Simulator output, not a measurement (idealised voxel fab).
Documented hereafter: the process module known as voxel fin reveal.
The cross-section on display is named cut; it measures 250 nm wide, and its cells are 5 nm squares.
For the purposes of this document, a cross-section shall be understood as a grid of square cells, specified as bands listed in top-to-bottom order, each band consisting of one or more rows of cells.
First you get the band's top height and its bottom height, in nm, and then the materials it's made of, left to right, with each width in nm. If you see a single material with "all across", that one covers the band edge to edge. "blank" is empty space.
For the purposes of this specification, 0 denotes the height below which the wafer in its as-received condition is composed wholly of one material, and the lowermost band, lacking a lower limit, extends downward without end, as expressed in "0 and below".
The two numbers in a width such as "30->40" mark its ends across the band: the first belongs to the top row of cells, the second to the bottom row, and from each row to the next the width moves by the same amount.
The designation "stayed the same", where it is given for a processing step, indicates that no cell of the cross-section was altered in the course of that step.
Under "Internal closed voids" you'll find the enclosed gaps, the ones with no way out to the top, that are 8 cells or bigger; each reads width x height at distance, with distance counted from the left edge, everything in nm.
That trailing text on a step's line, after the settings, is the simulator's own remark on the step.
overlay nm: right-of-plan distance of the mask on a masked step; negative values mean left-of-plan.

-- Below is the list of planned process steps
1,RECEIVE | material Si
2,CONFORMAL_DEP | material SiN | thk nm 10
3,DIRECTIONAL_DEP | material aC | thk nm 10
4,PATTERN | tone cover | mask id FINS | material resist | width nm 15 | pitch nm 40 | thk nm 25 | overlay nm 0
5,DIRECTIONAL_ETCH | etch materials aC | depth nm 10
6,STRIP | etch materials resist
7,DIRECTIONAL_ETCH | etch materials SiN | depth nm 10
8,DIRECTIONAL_ETCH | etch materials Si | depth nm 40
9,STRIP | etch materials aC
10,OXIDIZE | depth nm 5
11,FILL_DEP | material SiO2 | thk nm 15
12,CMP | height nm 10
13,SELECTIVE_ETCH | etch materials SiO2 | depth nm 20
14,STRIP | etch materials SiN

-- Wafer cross-section on receipt, i.e. after step 1
- 0 and below | Si all across
- Internal closed voids: none

-- Module complete, cross-section. Starting point and plan per above. One mistake made in running the module
- 0 down to -30 | blank=100 | Si=5 | blank=35 | Si=5 | blank=105
- -30 down to -45 | SiO2=100 | Si=5 | SiO2=35 | Si=5 | SiO2=105
- -45 and below | Si all across
- Internal closed voids: none
Short version of what went wrong: step 13 of the plan saw execution twice
